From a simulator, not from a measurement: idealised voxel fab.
Name of the process module below: voxel spacer lines
Displayed cross-section: cut, width of 205 nm, square cells sized 5 nm.
Bands, listed from the top down, are how a cross-section gets written in this document; the cross-section itself is a grid of square cells, and a band is one or more rows of them.
Read a band's entry like this: the first values are the height of its top and the height of its bottom in nm, and what follows is the sequence of materials from left to right, each with its width in nm. Note that "air" is empty space, and that a single material marked "everywhere" reaches across the band from edge to edge.
Height is counted from the level 0, under which the received wafer is composed throughout of one material. The lowest of the bands is not closed at the bottom but continues downward, in the notation "from 0 down".
A width given as "30 to 40" starts at the first number in the band's top row and ends at the second number in its bottom row, shifting by an equal amount at every step from row to row.
Reading "same as before" for a step: not a cell of the cross-section changed in it.
Enclosed voids (no open way to top), threshold 8 cells or more, entry "Sealed-off cavities", notation width x height at distance, distance from left edge, nm.
Heads up: the bit after the settings on a step's line is the simulator's remark on that step.
"overlay nm", when on a step's line for a step with a mask, measures how far to the right of its planned place the mask lay; a negative measure means to the left.
# Steps in the process plan
- 1: RECEIVE with material Si
- 2: CONFORMAL_DEP with material Al2O3, thk nm 10
- 3: DIRECTIONAL_DEP with material SiN, thk nm 20
- 4: DIRECTIONAL_DEP with material polySi, thk nm 20
- 5: PATTERN with tone cover, mask id MANDREL, material resist, width nm 20, pitch nm 70, thk nm 30, overlay nm 0
- 6: DIRECTIONAL_ETCH with etch materials polySi, depth nm 20
- 7: STRIP with etch materials resist
- 8: CONFORMAL_DEP with material SiO2, thk nm 15
- 9: DIRECTIONAL_ETCH with etch materials SiO2, depth nm 15
- 10: STRIP with etch materials polySi
- 11: DIRECTIONAL_ETCH with etch materials SiN, depth nm 20
- 12: STRIP with etch materials SiO2
# as received, after step 1
> from 0 down  Si everywhere
> Sealed-off cavities: none
# Wafer cross-section at module end: first of two, run to plan
> from 30 to 10  air (5), then SiN (15), then air (20), then SiN (15), then air (20), then SiN (15), then air (20), then SiN (15), then air (20), then SiN (15), then air (20), then SiN (15), then air (10)
> from 10 to 0  Al2O3 everywhere
> from 0 down  Si everywhere
> Sealed-off cavities: none
# Module end: cross-section of wafer two of two. Same start and process plan as the first wafer. One mistake during execution
> from 30 to 10  air (15), then SiN (15), then air (20), then SiN (15), then air (20), then SiN (15), then air (20), then SiN (15), then air (20), then SiN (15), then air (20), then SiN (15)
> from 10 to 0  Al2O3 everywhere
> from 0 down  Si everywhere
> Sealed-off cavities: none
Diagnosis: step 5 did not happen as planned, as run it was PATTERN with tone cover, mask id MANDREL, material resist, width nm 20, pitch nm 70, thk nm 30, overlay nm 10
at the end the second wafer has, in cells: as many of each material as the first, in other places
